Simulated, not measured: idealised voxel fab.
The name of this process module is voxel wiring stack.
It is cross-section cut that appears here, measuring 155 nm in width, its square cells being 5 nm in size.
Think of the cross-section as a grid of square cells. We describe it in bands, top to bottom, and each band covers one or more rows of those cells. First you get the band's top height and its bottom height, in nm, and then the materials it's made of, left to right, with each width in nm. If you see a single material with "edge to edge", that one covers the band edge to edge. "air" is empty space. Measure heights from 0. That's the level where, below it, the as-received wafer is all one material. The lowest band is bottomless and extends downward; write it as in "0 nm and below". Note: "30->40" means the width goes from the first number (top row of the band) to the second number (bottom row) in equal steps per row of cells. "everything unchanged" -> step changed no cross-section cell. The list in "Closed cavity list" covers empty spaces of 8 cells or more that cannot reach the top through any open way, and it gives each as width x height at distance; the distance is from the left edge, and width, height and distance are in nm. Whatever follows a step's settings on its line is a remark the simulator itself makes about that step. If you see "overlay nm" on a step's line and that step has a mask, it's telling you how far right of where it was planned the mask ended up; a negative number means it went left instead.
STEPS IN THE PROCESS PLAN
1) RECEIVE,material Si
2) CONFORMAL_DEP,material SiO2,thk nm 15
3) CONFORMAL_DEP,material SiN,thk nm 5
4) DIRECTIONAL_DEP,material SiO2,thk nm 25
5) DIRECTIONAL_DEP,material aC,thk nm 10
6) PATTERN,tone open,mask id METAL_1,material resist,width nm 25,pitch nm 45,thk nm 25,overlay nm 0
7) DIRECTIONAL_ETCH,etch materials aC,depth nm 10
8) STRIP,etch materials resist
9) DIRECTIONAL_ETCH,etch materials SiO2,depth nm 25
10) DIRECTIONAL_ETCH,etch materials SiN,depth nm 5
11) STRIP,etch materials aC
12) CONFORMAL_DEP,material TiN,thk nm 5
13) FILL_DEP,material Ru,thk nm 5
14) CMP,height nm 45
15) CONFORMAL_DEP,material SiCN,thk nm 5
16) DIRECTIONAL_DEP,material lowk,thk nm 25
17) DIRECTIONAL_DEP,material aC,thk nm 10
18) PATTERN,tone open,mask id METAL_2_HOLES,material resist,width nm 15,pitch nm 45,thk nm 30,overlay nm 0
19) DIRECTIONAL_ETCH,etch materials aC,depth nm 10
20) STRIP,etch materials resist
21) DIRECTIONAL_ETCH,etch materials lowk,depth nm 25
22) STRIP,etch materials aC
23) MASKED_ETCH,tone open,mask id METAL_2,width nm 25,pitch nm 45,etch materials lowk,depth nm 15,overlay nm 0
24) MASKED_ETCH,tone open,mask id METAL_2,width nm 25,pitch nm 45,etch materials SiCN,depth nm 5,overlay nm 0
25) CONFORMAL_DEP,material TiN,thk nm 5
26) FILL_DEP,material Cu,thk nm 10
27) CMP,height nm 75
28) CONFORMAL_DEP,material SiCN,thk nm 5
29) DIRECTIONAL_DEP,material SiO2,thk nm 35
30) PATTERN,tone open,mask id METAL_3_HOLES,material resist,width nm 15,thk nm 20,overlay nm 0
31) DIRECTIONAL_ETCH,etch materials SiO2,depth nm 35
32) STRIP,etch materials resist
33) PATTERN,tone open,mask id METAL_3,material resist,width nm 25,pitch nm 45,thk nm 15,overlay nm 0
34) DIRECTIONAL_ETCH,etch materials SiO2,depth nm 20
35) DIRECTIONAL_ETCH,etch materials SiCN,depth nm 5
36) STRIP,etch materials resist
37) CONFORMAL_DEP,material TiN,thk nm 5
38) FILL_DEP,material Cu,thk nm 5
39) CMP,height nm 115
40) CONFORMAL_DEP,material SiN,thk nm 5
AS-RECEIVED WAFER CROSS-SECTION (AFTER STEP 1)
> 0 nm and below  Si edge to edge
> Closed cavity list: none
FIRST OF TWO WAFERS: CROSS-SECTION AT END OF MODULE, RUN PER PLAN
> 120 nm to 115 nm  SiN edge to edge
> 115 nm to 100 nm  40 SiO2; 5 TiN; 15 Cu; 5 TiN; 20 SiO2; 5 TiN; 15 Cu; 5 TiN; 45 SiO2
> 100 nm to 95 nm  40 SiO2; 5 TiN; 5 Cu; 15 TiN; 20 SiO2; 25 TiN; 45 SiO2
> 95 nm to 80 nm  40 SiO2; 5 TiN; 5 Cu; 5 TiN; 100 SiO2
> 80 nm to 75 nm  40 SiCN; 15 TiN; 100 SiCN
> 75 nm to 65 nm  40 lowk; 5 TiN; 15 Cu; 5 TiN; 20 lowk; 5 TiN; 15 Cu; 5 TiN; 45 lowk
> 65 nm to 60 nm  40 lowk; 5 TiN; 5 Cu; 15 TiN; 20 lowk; 5 TiN; 5 Cu; 15 TiN; 45 lowk
> 60 nm to 50 nm  40 lowk; 5 TiN; 5 Cu; 5 TiN; 30 lowk; 5 TiN; 5 Cu; 5 TiN; 55 lowk
> 50 nm to 45 nm  40 SiCN; 15 TiN; 30 SiCN; 15 TiN; 55 SiCN
> 45 nm to 20 nm  40 SiO2; 5 TiN; 15 Ru; 5 TiN; 20 SiO2; 5 TiN; 15 Ru; 5 TiN; 45 SiO2
> 20 nm to 15 nm  40 SiN; 25 TiN; 20 SiN; 25 TiN; 45 SiN
> 15 nm to 0 nm  SiO2 edge to edge
> 0 nm and below  Si edge to edge
> Closed cavity list: none
THIS IS THE SECOND OF THE TWO WAFERS, CROSS-SECTIONED AT THE END OF THE MODULE; IT STARTED EXACTLY LIKE THE FIRST AND WAS GIVEN THE SAME PLAN, BUT IT WAS RUN WITH ONE MISTAKE
> 120 nm to 115 nm  SiN edge to edge
> 115 nm to 100 nm  40 SiO2; 5 TiN; 15 Cu; 5 TiN; 20 SiO2; 5 TiN; 15 Cu; 5 TiN; 45 SiO2
> 100 nm to 95 nm  40 SiO2; 5 TiN; 5 Cu; 15 TiN; 20 SiO2; 25 TiN; 45 SiO2
> 95 nm to 80 nm  40 SiO2; 5 TiN; 5 Cu; 5 TiN; 100 SiO2
> 80 nm to 75 nm  40 SiCN; 15 TiN; 100 SiCN
> 75 nm to 65 nm  40 lowk; 5 TiN; 15 Cu; 5 TiN; 20 lowk; 5 TiN; 15 Cu; 5 TiN; 45 lowk
> 65 nm to 60 nm  40 lowk; 5 TiN; 5 Cu; 15 TiN; 20 lowk; 5 TiN; 5 Cu; 15 TiN; 45 lowk
> 60 nm to 50 nm  40 lowk; 5 TiN; 5 Cu; 5 TiN; 30 lowk; 5 TiN; 5 Cu; 5 TiN; 55 lowk
> 50 nm to 45 nm  40 SiCN; 15 TiN; 30 SiCN; 15 TiN; 55 SiCN
> 45 nm to 40 nm  45 TiN; 15 Ru; 30 TiN; 15 Ru; 50 TiN
> 40 nm to 20 nm  40 SiO2; 5 TiN; 15 Ru; 5 TiN; 20 SiO2; 5 TiN; 15 Ru; 5 TiN; 45 SiO2
> 20 nm to 15 nm  40 SiO2; 25 TiN; 20 SiO2; 25 TiN; 45 SiO2
> 15 nm to 0 nm  SiO2 edge to edge
> 0 nm and below  Si edge to edge
> Closed cavity list: none
What broke from the plan during processing? no execution of plan step 3; skipped
Once processing is complete, comparing cell counts shows that the second wafer has more or fewer of certain materials than the first: -21 SiN, +21 TiN
